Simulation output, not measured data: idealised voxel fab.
process module | voxel self aligned contacts
cross-section cut | 170 nm wide | cells 5 nm
A cross-section is a grid of square cells, given in bands from the top down. A band is one or more rows of cells.
Each band's line starts with the height of the band's top and of its bottom, in nm. Then come its materials from left to right, each with its width in nm. One material with "throughout" fills the band from edge to edge. "air" is empty space.
Height 0 is the level under which the wafer as received is all one material. The lowest band goes on downwards, as in "0 down".
A width such as "30 to 40" changes by the same amount from each row of cells to the next, from the band's top row to its bottom row.
"no change" after a step means that no cell of the cross-section changed.
closed voids: empty space of 8 cells or more with no open way to the top, each as width x height at its distance from the left edge, in nm
after a step's settings: what the simulator itself notes on the step
overlay nm, on a step with a mask: how far to the right of its planned place the mask lay; to the left if negative
plan
1 op RECEIVE | material Si
2 op CONFORMAL_DEP | material SiO2 | thk nm 5
3 op DIRECTIONAL_DEP | material polySi | thk nm 25
4 op DIRECTIONAL_DEP | material SiN | thk nm 20
5 op PATTERN | tone cover | mask id GATE | material resist | width nm 25 | pitch nm 60 | thk nm 20 | overlay nm 0
6 op DIRECTIONAL_ETCH | etch materials SiN | depth nm 20
7 op DIRECTIONAL_ETCH | etch materials polySi | depth nm 25
8 op STRIP | etch materials resist
9 op CONFORMAL_DEP | material SiN | thk nm 5
10 op DIRECTIONAL_ETCH | etch materials SiN | depth nm 5
11 op FILL_DEP | material SiO2 | thk nm 15
12 op CMP | height nm 55
13 op DIRECTIONAL_DEP | material aC | thk nm 10
14 op PATTERN | tone open | mask id CONTACT | material resist | width nm 45 | thk nm 25 | overlay nm 0
15 op DIRECTIONAL_ETCH | etch materials aC | depth nm 10
16 op STRIP | etch materials resist
17 op DIRECTIONAL_ETCH | etch materials SiO2 | depth nm 55
18 op STRIP | etch materials aC
19 op CONFORMAL_DEP | material TiN | thk nm 5
20 op FILL_DEP | material Ru | thk nm 5
21 op CMP | height nm 55
22 op CONFORMAL_DEP | material SiCN | thk nm 5
as received, after step 1
  0 down: Si throughout
  closed voids: none
a wafer at the end: this start, this plan, one mistake
  60 to 55: SiCN throughout
  55 to 50: SiO2 60 | TiN 15 | Ru 15 | TiN 20 | SiO2 60
  50 to 30: SiO2 35 | SiN 35 | TiN 5 | Ru 15 | TiN 5 | SiN 35 | SiO2 40
  30 to 5: SiO2 35 | SiN 5 | polySi 25 | SiN 5 | TiN 5 | Ru 15 | TiN 5 | SiN 5 | polySi 25 | SiN 5 | SiO2 40
  5 to 0: SiO2 70 | TiN 25 | SiO2 75
  0 down: Si throughout
  closed voids: none
what went wrong: step 14 ran as: op PATTERN | tone open | mask id CONTACT | material resist | width nm 50 | thk nm 25 | overlay nm 0
